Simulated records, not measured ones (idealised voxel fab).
The following is a process module called voxel ribs on slabs.
Xsec cut, 190 nm wide, square cell size 5 nm.
Square cells in a grid make up a cross-section in this document, and the grid is given as bands, listed from the top down, each one or more rows of cells. Heads up on the band format: heights come first, top then bottom, in nm. After that it's the materials left to right, each with its width in nm. A single material flagged "throughout" fills the whole band edge to edge, and "empty" means there's empty space there. Basically, 0 is our baseline, since under it the wafer straight out of the box is all one material. The bottom band has no lower end and keeps on going down, so it looks like "z 0 and below". With a width like "30..40", each row of cells in the band differs from the next by the same amount, the top row carrying the first number and the bottom row the second. "identical to before" means the step left every cell of the cross-section as it was. Enclosed voids (no open way to top), threshold 8 cells or more, entry "Enclosed void inventory", notation width x height at distance, distance from left edge, nm. That trailing text on a step's line, after the settings, is the simulator's own remark on the step. A step's line can hold "overlay nm"; with a mask on that step, the setting says how far right of the planned place the mask lay, while a negative setting says it lay to the left.
-- plan
- 1: RECEIVE (material Si)
- 2: DIRECTIONAL_DEP (material SiO2; thk nm 30)
- 3: DIRECTIONAL_DEP (material SiN; thk nm 25)
- 4: MASKED_ETCH (tone cover; mask id RIB; width nm 20; etch materials SiN; depth nm 20; overlay nm 0)
- 5: PATTERN (tone cover; mask id SLAB; material resist; width nm 60; thk nm 20; overlay nm 0)
- 6: DIRECTIONAL_ETCH (etch materials SiN; depth nm 5)
- 7: STRIP (etch materials resist)
- 8: FILL_DEP (material SiO2; thk nm 15)
- 9: CMP (height nm 65)
- 10: DIRECTIONAL_DEP (material TiN; thk nm 5)
- 11: DIRECTIONAL_DEP (material aC; thk nm 10)
- 12: PATTERN (tone cover; mask id HEATER; material resist; width nm 30; thk nm 25; overlay nm 0)
- 13: DIRECTIONAL_ETCH (etch materials aC; depth nm 10)
- 14: STRIP (etch materials resist)
- 15: DIRECTIONAL_ETCH (etch materials TiN; depth nm 5)
- 16: STRIP (etch materials aC)
- 17: CONFORMAL_DEP (material SiO2; thk nm 5)
-- Cross-section of the incoming wafer, state after step 1
z 0 and below = Si throughout
Enclosed void inventory: none
-- Wafer cross-section at module end: first of two, run to plan
z 75 to 70 = empty 75  SiO2 40  empty 75
z 70 to 65 = SiO2 80  TiN 30  SiO2 80
z 65 to 55 = SiO2 throughout
z 55 to 35 = SiO2 85  SiN 20  SiO2 85
z 35 to 30 = SiO2 65  SiN 60  SiO2 65
z 30 to 0 = SiO2 throughout
z 0 and below = Si throughout
Enclosed void inventory: none
-- Second wafer of the two, sectioned at the end of the module. It began like the first and followed the same plan, but one mistake was made while running it
z 75 to 70 = empty 75  SiO2 40  empty 75
z 70 to 65 = SiO2 80  TiN 30  SiO2 80
z 65 to 55 = SiO2 throughout
z 55 to 35 = SiO2 80  SiN 20  SiO2 90
z 35 to 30 = SiO2 65  SiN 60  SiO2 65
z 30 to 0 = SiO2 throughout
z 0 and below = Si throughout
Enclosed void inventory: none
Against the plan, the run slipped here: step 4: run off-plan, actual operation and settings MASKED_ETCH (tone cover; mask id RIB; width nm 20; etch materials SiN; depth nm 20; overlay nm -5)
At the end, each material covers as many cells on the second wafer as it does on the first, though the cells it covers are elsewhere.
